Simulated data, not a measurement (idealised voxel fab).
Name of the process module below: voxel gate over fins
Cross-sectional view cut (width: 230 nm; square cell size: 5 nm).
The cross-sections in this document take the form of a grid made of square cells. They are written out as bands, in order from top to bottom. Each band consists of one or more rows of cells.
In this notation a band is specified by the heights of its top and bottom, in that order and in nm, after which its materials appear from left to right, each paired with its width in nm. The word "edge to edge" attached to a single material means that material fills the band from edge to edge; the word "air" stands for empty space.
All heights in this document are referenced to 0, defined as the level beneath which the wafer, as received, consists entirely of one material. The lowest band is not bounded below; it extends indefinitely downward and is written in the form "0 down".
You'd read "30..40" like this: the band's top row of cells is as wide as the first number, its bottom row is as wide as the second, and going down, every row changes width by the same amount as the row before did.
"remained the same" -> step changed no cross-section cell.
In "Enclosed void inventory" the enclosed voids are listed, meaning empty spaces of 8 cells or larger without any opening to the top. The form is width x height at distance, distance from the left edge, units nm.
Note: text after step settings on the step line = simulator remark on that step.
overlay nm: for a step with a mask, the amount by which the mask lay right of where it was planned; a negative amount means left of it.

Steps in the process plan:
- 1: RECEIVE,material Si
- 2: CONFORMAL_DEP,material SiN,thk nm 5
- 3: PATTERN,tone cover,mask id FINS,material resist,width nm 15,pitch nm 60,thk nm 20,overlay nm 0
- 4: DIRECTIONAL_ETCH,etch materials SiN,depth nm 5
- 5: DIRECTIONAL_ETCH,etch materials Si,depth nm 35
- 6: STRIP,etch materials resist
- 7: OXIDIZE,depth nm 5
- 8: FILL_DEP,material SiO2,thk nm 15
- 9: CMP,height nm 5
- 10: PATTERN,tone open,mask id RAIL,material resist,width nm 15,thk nm 20,overlay nm 0
- 11: DIRECTIONAL_ETCH,etch materials SiO2,depth nm 35
- 12: STRIP,etch materials resist
- 13: CONFORMAL_DEP,material TiN,thk nm 5
- 14: FILL_DEP,material Ru,thk nm 10
- 15: CMP,height nm 5
- 16: SELECTIVE_ETCH,etch materials W Ru TiN,depth nm 30
- 17: FILL_DEP,material SiO2,thk nm 5
- 18: CMP,height nm 5
- 19: SELECTIVE_ETCH,etch materials SiO2,depth nm 20
- 20: STRIP,etch materials SiN
- 21: CONFORMAL_DEP,material HfO2,thk nm 5
- 22: CONFORMAL_DEP,material TiN,thk nm 5
- 23: CONFORMAL_DEP,material TiAl,thk nm 5
- 24: CONFORMAL_DEP,material TiN,thk nm 5
- 25: FILL_DEP,material W,thk nm 15
- 26: CMP,height nm 30
- 27: CONFORMAL_DEP,material SiN,thk nm 10

As-received state of the wafer in cross-section, equivalent to post-step 1:
  0 down | Si edge to edge
  Enclosed void inventory: none

Here's the wafer cut in cross-section after the module, started and planned just like above, except one thing was done wrong in the run:
  40 to 30 | SiN edge to edge
  30 to 20 | SiO2 edge to edge
  20 to 15 | SiO2 (60)  TiN (45)  SiO2 (15)  TiN (45)  SiO2 (65)
  15 to 10 | SiO2 (60)  TiN (5)  TiAl (35)  TiN (5)  SiO2 (15)  TiN (5)  TiAl (35)  TiN (5)  SiO2 (65)
  10 to 5 | SiO2 (60)  TiN (5)  TiAl (5)  TiN (25)  TiAl (5)  TiN (5)  SiO2 (15)  TiN (5)  TiAl (5)  TiN (25)  TiAl (5)  TiN (5)  SiO2 (65)
  5 to 0 | TiN (65)  TiAl (5)  TiN (5)  HfO2 (15)  TiN (5)  TiAl (5)  TiN (25)  TiAl (5)  TiN (5)  HfO2 (15)  TiN (5)  TiAl (5)  TiN (70)
  0 to -5 | TiAl (70)  TiN (5)  HfO2 (5)  Si (5)  HfO2 (5)  TiN (5)  TiAl (35)  TiN (5)  HfO2 (5)  Si (5)  HfO2 (5)  TiN (5)  TiAl (75)
  -5 to -10 | TiN (75)  HfO2 (5)  Si (5)  HfO2 (5)  TiN (45)  HfO2 (5)  Si (5)  HfO2 (5)  TiN (80)
  -10 to -15 | HfO2 (80)  Si (5)  HfO2 (55)  Si (5)  HfO2 (85)
  -15 to -25 | SiO2 (80)  Si (5)  SiO2 (55)  Si (5)  SiO2 (85)
  -25 to -30 | SiO2 (80)  Si (5)  SiO2 (20)  TiN (15)  SiO2 (20)  Si (5)  SiO2 (85)
  -30 to -40 | SiO2 (80)  Si (5)  SiO2 (55)  Si (5)  SiO2 (85)
  -40 down | Si edge to edge
  Enclosed void inventory: none
Deviation noted in wafer processing: step 25: run off-plan, actual operation and settings FILL_DEP,material SiO2,thk nm 15
